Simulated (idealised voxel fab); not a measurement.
This section sets out a process module, namely voxel ribs on slabs.
Shown is cross-section cut, with a width of 235 nm and square cells of size 5 nm.
Just so we're on the same page, the cross-sections are grids of square cells, and they're listed out in bands top to bottom, each band one or more rows deep. It is stipulated that each band's entry specify, in nanometres, the height of the top of the band and then that of its bottom, followed by the materials of the band in left-to-right sequence, each together with its width in nanometres. A single material marked by the word "full width" is understood to fill the band from edge to edge; the word "air" is understood to denote empty space. Heights are expressed relative to 0, this being the level below which the as-received wafer comprises one material exclusively. The lowest band is unbounded in the downward direction and is denoted as in "0 and below". Width "30->40": first value at the band's top row of cells, second value at its bottom row, equal change from row to row. Step note "nothing altered" = no cross-section cell changed. "Sealed cavities" - sealed voids, min. 8 cells, no opening to top; format: width x height at distance (distance from left edge; nm throughout). On a step's line, text after the settings is the simulator commenting on that step. Steps that use a mask can have "overlay nm" on their line. It says how far the mask sat to the right of where it was meant to be. Negative means to the left.
LISTED BELOW ARE THE PROCESS STEPS AS PLANNED
- 1: RECEIVE: material Si
- 2: DIRECTIONAL_DEP: material SiO2, thk nm 25
- 3: DIRECTIONAL_DEP: material polySi, thk nm 25
- 4: DIRECTIONAL_DEP: material aC, thk nm 15
- 5: PATTERN: tone cover, mask id RIB, material resist, width nm 30, thk nm 35, overlay nm 0
- 6: DIRECTIONAL_ETCH: etch materials aC, depth nm 15
- 7: STRIP: etch materials resist
- 8: DIRECTIONAL_ETCH: etch materials polySi, depth nm 5
- 9: STRIP: etch materials aC
- 10: PATTERN: tone cover, mask id SLAB, material resist, width nm 90, thk nm 20, overlay nm 0
- 11: DIRECTIONAL_ETCH: etch materials polySi, depth nm 20
- 12: STRIP: etch materials resist
- 13: FILL_DEP: material SiO2, thk nm 30
- 14: CMP: height nm 70
- 15: DIRECTIONAL_DEP: material W, thk nm 10
- 16: DIRECTIONAL_DEP: material aC, thk nm 10
- 17: PATTERN: tone cover, mask id HEATER, material resist, width nm 40, thk nm 25, overlay nm -15
- 18: DIRECTIONAL_ETCH: etch materials aC, depth nm 10
- 19: STRIP: etch materials resist
- 20: DIRECTIONAL_ETCH: etch materials W, depth nm 10
- 21: STRIP: etch materials aC
- 22: CONFORMAL_DEP: material SiO2, thk nm 5
All wafers enter the flow in the same state. The overlay nm at step 17 differs from wafer to wafer, and the plan gives the value for the first wafer.
HERE'S THE FIRST OF THE WAFERS IN CROSS-SECTION, JUST AS WE GOT IT, I.E. AFTER STEP 1
* 0 and below  Si full width
* Sealed cavities: none
FIRST OF SEVERAL WAFERS: CROSS-SECTION AT THE END OF THE MODULE, AFTER STEP 22, ITS LAST STEP
* 85 down to 80  air (75) | SiO2 (50) | air (110)
* 80 down to 75  air (75) | SiO2 (5) | W (40) | SiO2 (5) | air (110)
* 75 down to 70  SiO2 (80) | W (40) | SiO2 (115)
* 70 down to 50  SiO2 full width
* 50 down to 45  SiO2 (100) | polySi (30) | SiO2 (105)
* 45 down to 25  SiO2 (70) | polySi (90) | SiO2 (75)
* 25 down to 0  SiO2 full width
* 0 and below  Si full width
* Sealed cavities: none
LAST WAFER, END OF MODULE, CROSS-SECTION
* 85 down to 80  air (105) | SiO2 (50) | air (80)
* 80 down to 75  air (105) | SiO2 (5) | W (40) | SiO2 (5) | air (80)
* 75 down to 70  SiO2 (110) | W (40) | SiO2 (85)
* 70 down to 50  SiO2 full width
* 50 down to 45  SiO2 (100) | polySi (30) | SiO2 (105)
* 45 down to 25  SiO2 (70) | polySi (90) | SiO2 (75)
* 25 down to 0  SiO2 full width
* 0 and below  Si full width
* Sealed cavities: none
TABULATED BELOW, WAFER BY WAFER, ARE THE END-OF-MODULE RESULTS: FOR EACH MATERIAL, THE NUMBER OF CELLS GAINED (+) OR LOST (-) RELATIVE TO THE AS-RECEIVED STATE, FOLLOWED BY THE CLOSED VOIDS
overlay nm -15, +631 SiO2, +16 W, +78 polySi, Sealed cavities: none
overlay nm -10, +631 SiO2, +16 W, +78 polySi, Sealed cavities: none
overlay nm -5, +631 SiO2, +16 W, +78 polySi, Sealed cavities: none
overlay nm 0, +631 SiO2, +16 W, +78 polySi, Sealed cavities: none
overlay nm 5, +631 SiO2, +16 W, +78 polySi, Sealed cavities: none
overlay nm 10, +631 SiO2, +16 W, +78 polySi, Sealed cavities: none
overlay nm 15, +631 SiO2, +16 W, +78 polySi, Sealed cavities: none
